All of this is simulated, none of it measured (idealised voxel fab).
Process module, titled voxel wiring stack
The figure presents cross-section cut, which has a width of 225 nm and is divided into square cells with an edge length of 5 nm.
A cross-section in this document is a grid of square cells, and it is written down as bands, the top band listed before the ones below it; a band is made up of one or more rows of cells.
The band entry comprises the height of the band's top followed by the height of its bottom, expressed in nm, and subsequently the band's materials from left to right, each stated together with its width in nm. Where a single material is marked with the word "full width", that material fills the band from edge to edge. The word "air" represents empty space.
Height datum 0, below which the as-received substrate wafer is one material. Lowest band open at the bottom, running downward: "0 nm and below".
Width "30..40": first value at the band's top row of cells, second value at its bottom row, equal change from row to row.
Where the words "nothing altered" appear for a step, the cross-section shows no cell changed by that step; every cell remained as before.
If an empty space has no open way to the top and is at least 8 cells in size, "Closed-off voids" lists it, written width x height at distance, where distance is measured from the left edge and every value is in nm.
Past the settings on a step's line: simulator remark, on that step.
overlay nm: for a step with a mask, the amount by which the mask lay right of where it was planned; a negative amount means left of it.
**Steps in the process plan**
- 1: RECEIVE | material Si
- 2: CONFORMAL_DEP | material SiO2 | thk nm 10
- 3: DIRECTIONAL_DEP | material TiN | thk nm 5
- 4: DIRECTIONAL_DEP | material W | thk nm 20
- 5: DIRECTIONAL_DEP | material aC | thk nm 15
- 6: PATTERN | tone cover | mask id METAL_1 | material resist | width nm 20 | pitch nm 55 | thk nm 30 | overlay nm 0
- 7: DIRECTIONAL_ETCH | etch materials aC | depth nm 15
- 8: STRIP | etch materials resist
- 9: DIRECTIONAL_ETCH | etch materials W | depth nm 20
- 10: DIRECTIONAL_ETCH | etch materials TiN | depth nm 5
- 11: STRIP | etch materials aC
- 12: CONFORMAL_DEP | material SiCN | thk nm 5
- 13: FILL_DEP | material lowk | thk nm 5
- 14: CMP | height nm 35
- 15: CONFORMAL_DEP | material SiCN | thk nm 5
- 16: DIRECTIONAL_DEP | material SiO2 | thk nm 35
- 17: DIRECTIONAL_DEP | material aC | thk nm 15
- 18: PATTERN | tone open | mask id METAL_2 | material resist | width nm 30 | pitch nm 55 | thk nm 35 | overlay nm 0
- 19: DIRECTIONAL_ETCH | etch materials aC | depth nm 15
- 20: STRIP | etch materials resist
- 21: DIRECTIONAL_ETCH | etch materials SiO2 | depth nm 20
- 22: STRIP | etch materials aC
- 23: DIRECTIONAL_DEP | material aC | thk nm 15
- 24: PATTERN | tone open | mask id METAL_2_HOLES | material resist | width nm 15 | pitch nm 55 | thk nm 35 | overlay nm 0
- 25: DIRECTIONAL_ETCH | etch materials aC | depth nm 15
- 26: STRIP | etch materials resist
- 27: DIRECTIONAL_ETCH | etch materials SiO2 | depth nm 15
- 28: DIRECTIONAL_ETCH | etch materials SiCN | depth nm 5
- 29: STRIP | etch materials aC
- 30: CONFORMAL_DEP | material TiN | thk nm 5
- 31: FILL_DEP | material Ru | thk nm 10
- 32: CMP | height nm 75
- 33: CONFORMAL_DEP | material SiCN | thk nm 5
- 34: DIRECTIONAL_DEP | material lowk | thk nm 10
- 35: DIRECTIONAL_DEP | material aC | thk nm 10
- 36: PATTERN | tone open | mask id PLUG_2 | material resist | width nm 15 | pitch nm 55 | thk nm 30 | overlay nm 0
- 37: DIRECTIONAL_ETCH | etch materials aC | depth nm 10
- 38: STRIP | etch materials resist
- 39: DIRECTIONAL_ETCH | etch materials lowk | depth nm 10
- 40: DIRECTIONAL_ETCH | etch materials SiCN | depth nm 5
- 41: STRIP | etch materials aC
- 42: CONFORMAL_DEP | material TiN | thk nm 5
- 43: FILL_DEP | material W | thk nm 10
- 44: CMP | height nm 90
- 45: DIRECTIONAL_DEP | material TiN | thk nm 5
- 46: DIRECTIONAL_DEP | material Ru | thk nm 25
- 47: DIRECTIONAL_DEP | material aC | thk nm 10
- 48: PATTERN | tone cover | mask id METAL_3 | material resist | width nm 30 | pitch nm 55 | thk nm 25 | overlay nm 0
- 49: DIRECTIONAL_ETCH | etch materials aC | depth nm 10
- 50: STRIP | etch materials resist
- 51: DIRECTIONAL_ETCH | etch materials Ru | depth nm 25
- 52: DIRECTIONAL_ETCH | etch materials TiN | depth nm 5
- 53: STRIP | etch materials aC
- 54: CONFORMAL_DEP | material SiCN | thk nm 5
- 55: FILL_DEP | material lowk | thk nm 10
- 56: CMP | height nm 120
- 57: CONFORMAL_DEP | material SiN | thk nm 5
Be aware that, although all wafers share a common starting state, the width nm at step 6 differs among them, and the plan displays the first wafer's value.
**Cut through the first of several wafers as received, post step 1**
> 0 nm and below: Si full width
> Closed-off voids: none
**The cross-section of the first of several wafers is given below for the end of the module, after its final step, step 57**
> 125 nm to 120 nm: SiN full width
> 120 nm to 95 nm: lowk: 10, then SiCN: 5, then Ru: 30, then SiCN: 5, then lowk: 15, then SiCN: 5, then Ru: 30, then SiCN: 5, then lowk: 15, then SiCN: 5, then Ru: 30, then SiCN: 5, then lowk: 15, then SiCN: 5, then Ru: 30, then SiCN: 5, then lowk: 10
> 95 nm to 90 nm: SiCN: 15, then TiN: 30, then SiCN: 25, then TiN: 30, then SiCN: 25, then TiN: 30, then SiCN: 25, then TiN: 30, then SiCN: 15
> 90 nm to 80 nm: lowk: 15, then TiN: 5, then W: 5, then TiN: 5, then lowk: 40, then TiN: 5, then W: 5, then TiN: 5, then lowk: 40, then TiN: 5, then W: 5, then TiN: 5, then lowk: 40, then TiN: 5, then W: 5, then TiN: 5, then lowk: 30
> 80 nm to 75 nm: SiCN: 15, then TiN: 15, then SiCN: 40, then TiN: 15, then SiCN: 40, then TiN: 15, then SiCN: 40, then TiN: 15, then SiCN: 30
> 75 nm to 60 nm: SiO2: 15, then TiN: 5, then Ru: 20, then TiN: 5, then SiO2: 25, then TiN: 5, then Ru: 20, then TiN: 5, then SiO2: 25, then TiN: 5, then Ru: 20, then TiN: 5, then SiO2: 25, then TiN: 5, then Ru: 20, then TiN: 5, then SiO2: 15
> 60 nm to 55 nm: SiO2: 15, then TiN: 5, then Ru: 5, then TiN: 20, then SiO2: 25, then TiN: 5, then Ru: 5, then TiN: 20, then SiO2: 25, then TiN: 5, then Ru: 5, then TiN: 20, then SiO2: 25, then TiN: 5, then Ru: 5, then TiN: 20, then SiO2: 15
> 55 nm to 40 nm: SiO2: 15, then TiN: 5, then Ru: 5, then TiN: 5, then SiO2: 40, then TiN: 5, then Ru: 5, then TiN: 5, then SiO2: 40, then TiN: 5, then Ru: 5, then TiN: 5, then SiO2: 40, then TiN: 5, then Ru: 5, then TiN: 5, then SiO2: 30
> 40 nm to 35 nm: SiCN: 15, then TiN: 15, then SiCN: 40, then TiN: 15, then SiCN: 40, then TiN: 15, then SiCN: 40, then TiN: 15, then SiCN: 30
> 35 nm to 15 nm: lowk: 15, then SiCN: 5, then W: 20, then SiCN: 5, then lowk: 25, then SiCN: 5, then W: 20, then SiCN: 5, then lowk: 25, then SiCN: 5, then W: 20, then SiCN: 5, then lowk: 25, then SiCN: 5, then W: 20, then SiCN: 5, then lowk: 15
> 15 nm to 10 nm: SiCN: 20, then TiN: 20, then SiCN: 35, then TiN: 20, then SiCN: 35, then TiN: 20, then SiCN: 35, then TiN: 20, then SiCN: 20
> 10 nm to 0 nm: SiO2 full width
> 0 nm and below: Si full width
> Closed-off voids: none
**Cross-sectional view, end of module, last wafer of several**
> 125 nm to 120 nm: SiN full width
> 120 nm to 95 nm: lowk: 10, then SiCN: 5, then Ru: 30, then SiCN: 5, then lowk: 15, then SiCN: 5, then Ru: 30, then SiCN: 5, then lowk: 15, then SiCN: 5, then Ru: 30, then SiCN: 5, then lowk: 15, then SiCN: 5, then Ru: 30, then SiCN: 5, then lowk: 10
> 95 nm to 90 nm: SiCN: 15, then TiN: 30, then SiCN: 25, then TiN: 30, then SiCN: 25, then TiN: 30, then SiCN: 25, then TiN: 30, then SiCN: 15
> 90 nm to 80 nm: lowk: 15, then TiN: 5, then W: 5, then TiN: 5, then lowk: 40, then TiN: 5, then W: 5, then TiN: 5, then lowk: 40, then TiN: 5, then W: 5, then TiN: 5, then lowk: 40, then TiN: 5, then W: 5, then TiN: 5, then lowk: 30
> 80 nm to 75 nm: SiCN: 15, then TiN: 15, then SiCN: 40, then TiN: 15, then SiCN: 40, then TiN: 15, then SiCN: 40, then TiN: 15, then SiCN: 30
> 75 nm to 60 nm: SiO2: 15, then TiN: 5, then Ru: 20, then TiN: 5, then SiO2: 25, then TiN: 5, then Ru: 20, then TiN: 5, then SiO2: 25, then TiN: 5, then Ru: 20, then TiN: 5, then SiO2: 25, then TiN: 5, then Ru: 20, then TiN: 5, then SiO2: 15
> 60 nm to 55 nm: SiO2: 15, then TiN: 5, then Ru: 5, then TiN: 20, then SiO2: 25, then TiN: 5, then Ru: 5, then TiN: 20, then SiO2: 25, then TiN: 5, then Ru: 5, then TiN: 20, then SiO2: 25, then TiN: 5, then Ru: 5, then TiN: 20, then SiO2: 15
> 55 nm to 40 nm: SiO2: 15, then TiN: 5, then Ru: 5, then TiN: 5, then SiO2: 40, then TiN: 5, then Ru: 5, then TiN: 5, then SiO2: 40, then TiN: 5, then Ru: 5, then TiN: 5, then SiO2: 40, then TiN: 5, then Ru: 5, then TiN: 5, then SiO2: 30
> 40 nm to 35 nm: SiCN: 15, then TiN: 15, then SiCN: 40, then TiN: 15, then SiCN: 40, then TiN: 15, then SiCN: 40, then TiN: 15, then SiCN: 30
> 35 nm to 15 nm: lowk: 10, then SiCN: 5, then W: 30, then SiCN: 5, then lowk: 15, then SiCN: 5, then W: 30, then SiCN: 5, then lowk: 15, then SiCN: 5, then W: 30, then SiCN: 5, then lowk: 15, then SiCN: 5, then W: 30, then SiCN: 5, then lowk: 10
> 15 nm to 10 nm: SiCN: 15, then TiN: 30, then SiCN: 25, then TiN: 30, then SiCN: 25, then TiN: 30, then SiCN: 25, then TiN: 30, then SiCN: 15
> 10 nm to 0 nm: SiO2 full width
> 0 nm and below: Si full width
> Closed-off voids: none
**Rows = wafers. At module end, each row lists per material the cells gained (+) or lost (-) since the wafer was received, then the closed voids**
width nm 20, +184 Ru, +188 SiCN, +45 SiN, +273 SiO2, +148 TiN, +72 W, +215 lowk, Closed-off voids: none
width nm 25, +184 Ru, +184 SiCN, +45 SiN, +273 SiO2, +152 TiN, +88 W, +199 lowk, Closed-off voids: none
width nm 30, +184 Ru, +180 SiCN, +45 SiN, +273 SiO2, +156 TiN, +104 W, +183 lowk, Closed-off voids: none
